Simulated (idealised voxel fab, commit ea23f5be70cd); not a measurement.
process module | voxel double patterning
cross-section cut | 255 nm wide | cells 5 nm
A cross-section is a grid of square cells, given in bands from the top down. A band is one or more rows of cells.
Each band's line starts with the height of the band's top and of its bottom, in nm. Then come its materials from left to right, each with its width in nm. One material with "throughout" fills the band from edge to edge. "air" is empty space.
Height 0 is the level under which the wafer as received is all one material. The lowest band goes on downwards, as in "0 down".
A width such as "30 to 40" changes by the same amount from each row of cells to the next, from the band's top row to its bottom row.
"no change" after a step means that no cell of the cross-section changed.
closed voids: empty space of 8 cells or more with no open way to the top, each as width x height at its distance from the left edge, in nm
after a step's settings: what the simulator itself notes on the step
overlay nm, on a step with a mask: how far to the right of its planned place the mask lay; to the left if negative
plan
1 op RECEIVE | material Si
2 op CONFORMAL_DEP | material SiN | thk nm 5
3 op DIRECTIONAL_DEP | material SiO2 | thk nm 10
4 op DIRECTIONAL_DEP | material SiCN | thk nm 10
5 op MASKED_ETCH | tone open | mask id FIRST | width nm 15 | pitch nm 50 | etch materials SiCN | depth nm 10 | overlay nm 0
6 op DIRECTIONAL_DEP | material aC | thk nm 10
7 op PATTERN | tone open | mask id SECOND | material resist | width nm 15 | pitch nm 50 | thk nm 25 | overlay nm 0
8 op DIRECTIONAL_ETCH | etch materials aC | depth nm 10
9 op STRIP | etch materials resist
10 op DIRECTIONAL_ETCH | etch materials SiCN | depth nm 10
11 op STRIP | etch materials aC
12 op DIRECTIONAL_ETCH | etch materials SiO2 | depth nm 10
13 op STRIP | etch materials SiCN
as received, after step 1
  0 down: Si throughout
  closed voids: none
first wafer at the end, as planned
  15 to 5: SiO2 70 | air 15 | SiO2 10 | air 15 | SiO2 10 | air 15 | SiO2 10 | air 15 | SiO2 10 | air 15 | SiO2 70
  5 to 0: SiN throughout
  0 down: Si throughout
  closed voids: none
second wafer at the end: like start, like plan, one mistake
  10 to 0: SiO2 70 | air 15 | SiO2 10 | air 15 | SiO2 10 | air 15 | SiO2 10 | air 15 | SiO2 10 | air 15 | SiO2 70
  0 down: Si throughout
  closed voids: none
what went wrong: step 2 was left out
at the end the second wafer has, in cells: 51 fewer of SiN
